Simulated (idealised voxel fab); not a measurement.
Process module under the name voxel trench capacitor
Square cell edge 5 nm, section width 240 nm, ID cut.
Cross-section spec: square-cell grid; bands listed top down; each band is one or more rows.
A band entry consists of two parts. The first gives the height of the band's top and the height of its bottom, in nm. The rest lists the band's materials from left to right, each with its width in nm. A single material labelled with the word "full width" fills the band from edge to edge, and the word "air" marks empty space.
Height datum 0, below which the as-received substrate wafer is one material. Lowest band open at the bottom, running downward: "0 -> down".
Width "30->40": first value at the band's top row of cells, second value at its bottom row, equal change from row to row.
Basically "no alteration" means that step didn't change any cell in the cross-section.
"Enclosed empty spaces": sealed empty spaces, 8 cells or more, no open way to top, listed width x height at distance, with distance from the left edge and width, height and distance in nm.
Formally, on a step line, whatever follows the settings is a remark that the simulator itself makes on the step.
When a step includes a mask, the "overlay nm" setting on its line states how far to the right of its planned place that mask lay, and negative values state how far to the left.
**List of planned process steps**
1: RECEIVE | material Si
2: CONFORMAL_DEP | material SiN | thk nm 10
3: MASKED_ETCH | tone open | mask id TRENCH | width nm 15 | pitch nm 40 | etch materials SiN | depth nm 10 | overlay nm 0
4: MASKED_ETCH | tone open | mask id TRENCH | width nm 25 | pitch nm 40 | etch materials Si | depth nm 25 | overlay nm 0
5: CONFORMAL_DEP | material Al2O3 | thk nm 5
6: CONFORMAL_DEP | material TiN | thk nm 5
7: FILL_DEP | material W | thk nm 10
8: CMP | height nm 10
Keep in mind the plan's value for the width nm of step 3 comes from the first wafer; the wafers don't share that setting, but they do share the same starting point.
**The first of several wafers, as received after step 1, seen in section**
* 0 -> down  Si full width
* Enclosed empty spaces: none
**Cross-sectional representation of the first of several wafers at the end of the module, i.e. after its terminal step, step 8**
* 10 -> 0  50 of SiN  5 of Al2O3  5 of TiN  5 of Al2O3  25 of SiN  5 of Al2O3  5 of TiN  5 of Al2O3  25 of SiN  5 of Al2O3  5 of TiN  5 of Al2O3  25 of SiN  5 of Al2O3  5 of TiN  5 of Al2O3  55 of SiN
* 0 -> -20  50 of Si  5 of Al2O3  5 of TiN  5 of Al2O3  25 of Si  5 of Al2O3  5 of TiN  5 of Al2O3  25 of Si  5 of Al2O3  5 of TiN  5 of Al2O3  25 of Si  5 of Al2O3  5 of TiN  5 of Al2O3  55 of Si
* -20 -> -25  50 of Si  15 of Al2O3  25 of Si  15 of Al2O3  25 of Si  15 of Al2O3  25 of Si  15 of Al2O3  55 of Si
* -25 -> down  Si full width
* Enclosed empty spaces: none
**Sectional view of the last wafer upon completion of the module**
* 10 -> 0  45 of SiN  5 of Al2O3  5 of TiN  5 of W  5 of TiN  5 of Al2O3  15 of SiN  5 of Al2O3  5 of TiN  5 of W  5 of TiN  5 of Al2O3  15 of SiN  5 of Al2O3  5 of TiN  5 of W  5 of TiN  5 of Al2O3  15 of SiN  5 of Al2O3  5 of TiN  5 of W  5 of TiN  5 of Al2O3  50 of SiN
* 0 -> -15  45 of Si  5 of Al2O3  5 of TiN  5 of W  5 of TiN  5 of Al2O3  15 of Si  5 of Al2O3  5 of TiN  5 of W  5 of TiN  5 of Al2O3  15 of Si  5 of Al2O3  5 of TiN  5 of W  5 of TiN  5 of Al2O3  15 of Si  5 of Al2O3  5 of TiN  5 of W  5 of TiN  5 of Al2O3  50 of Si
* -15 -> -20  45 of Si  5 of Al2O3  15 of TiN  5 of Al2O3  15 of Si  5 of Al2O3  15 of TiN  5 of Al2O3  15 of Si  5 of Al2O3  15 of TiN  5 of Al2O3  15 of Si  5 of Al2O3  15 of TiN  5 of Al2O3  50 of Si
* -20 -> -25  45 of Si  25 of Al2O3  15 of Si  25 of Al2O3  15 of Si  25 of Al2O3  15 of Si  25 of Al2O3  50 of Si
* -25 -> down  Si full width
* Enclosed empty spaces: none
**Every row in this table is a wafer at the end of the module, and it gives, for each of the materials, the cells that wafer has gained (+) or lost (-) since it was received, then its closed voids**
width nm 15; +60 Al2O3; -60 Si; +72 SiN; +24 TiN; Enclosed empty spaces: none
width nm 20; +64 Al2O3; -80 Si; +64 SiN; +48 TiN; Enclosed empty spaces: none
width nm 25; +68 Al2O3; -100 Si; +56 SiN; +52 TiN; +20 W; Enclosed empty spaces: none
